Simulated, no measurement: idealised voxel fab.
The process module that follows is named voxel trench capacitor.
Square cell edge 5 nm, section width 260 nm, ID cut.
Throughout this document, each cross-section is represented as a grid of square cells and is presented as a sequence of bands enumerated from the top downward, where a band comprises one or more rows of cells. Within each band entry, the heights of the top and of the bottom of the band appear first, in that order and in nm; the materials of the band then follow from left to right, each with its corresponding width in nm. The designation "throughout" on a single material indicates that it fills the band from edge to edge; the designation "air" indicates empty space. Heights from 0 (as-received wafer is one material below). Bottom band endless downward, as "0 and below". Quick explanation for "30..40": the width changes in equal steps down the rows of cells, from the first number in the band's top row to the second number in its bottom row. For the purposes of this document, the phrase "nothing changed" attached to a step denotes that no cell within the cross-section was modified by that step. This entry, "Completely sealed voids", enumerates those empty regions of no fewer than 8 cells that possess no open connection to the top. Each region is reported in the form width x height at distance, the distance being taken from the left edge, with all three quantities expressed in nm. Heads up: the bit after the settings on a step's line is the simulator's remark on that step. Steps that use a mask can have "overlay nm" on their line. It says how far the mask sat to the right of where it was meant to be. Negative means to the left.
[Listed below are the process steps as planned]
1. RECEIVE with material Si
2. CONFORMAL_DEP with material SiN, thk nm 5
3. PATTERN with tone open, mask id TRENCH, material resist, width nm 15, pitch nm 30, thk nm 20, overlay nm 0
4. DIRECTIONAL_ETCH with etch materials SiN, depth nm 5
5. DIRECTIONAL_ETCH with etch materials Si, depth nm 35
6. STRIP with etch materials resist
7. CONFORMAL_DEP with material SiO2, thk nm 5
8. FILL_DEP with material polySi, thk nm 5
9. CMP with height nm 5
[As-received state of the wafer in cross-section, equivalent to post-step 1]
> 0 and below  Si throughout
> Completely sealed voids: none
[End-of-module cross-section of the first of two wafers, processed as planned]
> 5 down to 0  SiN 90 nm, SiO2 5 nm, polySi 5 nm, SiO2 5 nm, SiN 15 nm, SiO2 5 nm, polySi 5 nm, SiO2 5 nm, SiN 15 nm, SiO2 5 nm, polySi 5 nm, SiO2 5 nm, SiN 95 nm
> 0 down to -30  Si 90 nm, SiO2 5 nm, polySi 5 nm, SiO2 5 nm, Si 15 nm, SiO2 5 nm, polySi 5 nm, SiO2 5 nm, Si 15 nm, SiO2 5 nm, polySi 5 nm, SiO2 5 nm, Si 95 nm
> -30 down to -35  Si 90 nm, SiO2 15 nm, Si 15 nm, SiO2 15 nm, Si 15 nm, SiO2 15 nm, Si 95 nm
> -35 and below  Si throughout
> Completely sealed voids: none
[Second of two wafers, module complete, sectioned: it shares the first wafer's start and plan but was run with one mistake]
> 5 down to 0  SiN 80 nm, SiO2 5 nm, polySi 5 nm, SiO2 5 nm, SiN 15 nm, SiO2 5 nm, polySi 5 nm, SiO2 5 nm, SiN 15 nm, SiO2 5 nm, polySi 5 nm, SiO2 5 nm, SiN 105 nm
> 0 down to -30  Si 80 nm, SiO2 5 nm, polySi 5 nm, SiO2 5 nm, Si 15 nm, SiO2 5 nm, polySi 5 nm, SiO2 5 nm, Si 15 nm, SiO2 5 nm, polySi 5 nm, SiO2 5 nm, Si 105 nm
> -30 down to -35  Si 80 nm, SiO2 15 nm, Si 15 nm, SiO2 15 nm, Si 15 nm, SiO2 15 nm, Si 105 nm
> -35 and below  Si throughout
> Completely sealed voids: none
Heads up, the wafer didn't run the way we planned it: step 3 did not happen as planned, as run it was PATTERN with tone open, mask id TRENCH, material resist, width nm 15, pitch nm 30, thk nm 20, overlay nm -10
Same inventory, different map: at the end, the second wafer holds as many cells of each material as the first, placed elsewhere.
